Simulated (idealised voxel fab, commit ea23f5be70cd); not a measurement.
process module | voxel trench capacitor
cross-section cut | 205 nm wide | cells 5 nm
A cross-section is a grid of square cells, given in bands from the top down. A band is one or more rows of cells.
Each band's line starts with the height of the band's top and of its bottom, in nm. Then come its materials from left to right, each with its width in nm. One material with "throughout" fills the band from edge to edge. "air" is empty space.
Height 0 is the level under which the wafer as received is all one material. The lowest band goes on downwards, as in "0 down".
A width such as "30 to 40" changes by the same amount from each row of cells to the next, from the band's top row to its bottom row.
"no change" after a step means that no cell of the cross-section changed.
closed voids: empty space of 8 cells or more with no open way to the top, each as width x height at its distance from the left edge, in nm
after a step's settings: what the simulator itself notes on the step
overlay nm, on a step with a mask: how far to the right of its planned place the mask lay; to the left if negative
plan
1 op RECEIVE | material Si
2 op CONFORMAL_DEP | material SiN | thk nm 5
3 op DIRECTIONAL_DEP | material aC | thk nm 10
4 op PATTERN | tone open | mask id TRENCH | material resist | width nm 20 | pitch nm 50 | thk nm 30 | overlay nm 0
5 op DIRECTIONAL_ETCH | etch materials aC | depth nm 10
6 op STRIP | etch materials resist
7 op DIRECTIONAL_ETCH | etch materials SiN | depth nm 5
8 op DIRECTIONAL_ETCH | etch materials Si | depth nm 25
9 op STRIP | etch materials aC
10 op CONFORMAL_DEP | material Al2O3 | thk nm 5
11 op FILL_DEP | material polySi | thk nm 5
12 op CMP | height nm 5
as received, after step 1
  0 down: Si throughout
  closed voids: none
a wafer at the end: this start, this plan, one mistake
  5 to 0: polySi 60 | Al2O3 5 | SiN 20 | Al2O3 5 | polySi 20 | Al2O3 5 | SiN 20 | Al2O3 5 | polySi 65
  0 to -20: polySi 60 | Al2O3 5 | Si 20 | Al2O3 5 | polySi 20 | Al2O3 5 | Si 20 | Al2O3 5 | polySi 65
  -20 to -25: Al2O3 65 | Si 20 | Al2O3 30 | Si 20 | Al2O3 70
  -25 down: Si throughout
  closed voids: none
what went wrong: step 4 ran as: op PATTERN | tone cover | mask id TRENCH | material resist | width nm 20 | pitch nm 50 | thk nm 30 | overlay nm 0
